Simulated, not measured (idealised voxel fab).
Documented hereafter: the process module known as voxel ribs on slabs.
The figure presents cross-section cut, which has a width of 260 nm and is divided into square cells with an edge length of 5 nm.
Just so we're on the same page, the cross-sections are grids of square cells, and they're listed out in bands top to bottom, each band one or more rows deep. Read a band's entry like this: the first values are the height of its top and the height of its bottom in nm, and what follows is the sequence of materials from left to right, each with its width in nm. Note that "air" is empty space, and that a single material marked "throughout" reaches across the band from edge to edge. Convention: height 0 is the level below which the wafer, as received, is all one material. The lowest band does not terminate at the bottom but continues downward, represented as "z 0 and below". The notation "30 to 40" denotes a width that varies across the rows of cells in the band, beginning at the first number in the top row, finishing at the second number in the bottom row, and changing by an identical amount from each row to the next. Any step labelled "stayed the same" changed none of the cells in the cross-section. Closed empty spaces (no open way to the top) of 8 cells or more are what "Closed internal voids" lists, each as width x height at distance from the left edge, nm for all three. Post-settings text on a step line: simulator's own remark regarding the step. On any step carrying a mask, the "overlay nm" setting, if present on the step's line, tells how far right of its planned place the mask lay; negative values point to the left.

-- This section lists the process steps that were planned
1,RECEIVE (material Si)
2,DIRECTIONAL_DEP (material SiO2; thk nm 20)
3,DIRECTIONAL_DEP (material SiN; thk nm 15)
4,DIRECTIONAL_DEP (material aC; thk nm 10)
5,PATTERN (tone cover; mask id RIB; material resist; width nm 20; thk nm 25; overlay nm 0)
6,DIRECTIONAL_ETCH (etch materials aC; depth nm 10)
7,STRIP (etch materials resist)
8,DIRECTIONAL_ETCH (etch materials SiN; depth nm 10)
9,STRIP (etch materials aC)
10,MASKED_ETCH (tone cover; mask id SLAB; width nm 70; etch materials SiN; depth nm 5; overlay nm 0)
11,FILL_DEP (material SiO2; thk nm 20)
12,CMP (height nm 45)
13,DIRECTIONAL_DEP (material TiN; thk nm 10)
14,PATTERN (tone cover; mask id HEATER; material resist; width nm 30; thk nm 15; overlay nm 0)
15,DIRECTIONAL_ETCH (etch materials TiN; depth nm 10)
16,STRIP (etch materials resist)
17,CONFORMAL_DEP (material SiO2; thk nm 10)

-- As-received wafer cross-section (after step 1)
* z 0 and below = Si throughout
* Closed internal voids: none

-- Post-module cross-section of the first of two wafers (run per plan)
* z 65 to 55 = 105 nm air / 50 nm SiO2 / 105 nm air
* z 55 to 45 = 115 nm SiO2 / 30 nm TiN / 115 nm SiO2
* z 45 to 35 = SiO2 throughout
* z 35 to 25 = 120 nm SiO2 / 20 nm SiN / 120 nm SiO2
* z 25 to 20 = 95 nm SiO2 / 70 nm SiN / 95 nm SiO2
* z 20 to 0 = SiO2 throughout
* z 0 and below = Si throughout
* Closed internal voids: none

-- second wafer at the end: like start, like plan, one mistake
* z 65 to 55 = 105 nm air / 50 nm SiO2 / 105 nm air
* z 55 to 45 = 115 nm SiO2 / 30 nm TiN / 115 nm SiO2
* z 45 to 35 = SiO2 throughout
* z 35 to 25 = 125 nm SiO2 / 20 nm SiN / 115 nm SiO2
* z 25 to 20 = 95 nm SiO2 / 70 nm SiN / 95 nm SiO2
* z 20 to 0 = SiO2 throughout
* z 0 and below = Si throughout
* Closed internal voids: none
What broke from the plan during processing? step 5 was processed under conditions differing from the plan, specifically as PATTERN (tone cover; mask id RIB; material resist; width nm 20; thk nm 25; overlay nm 5)
When the process is done, the second wafer contains the same cell count of every material as the first wafer, but distributed over other locations.
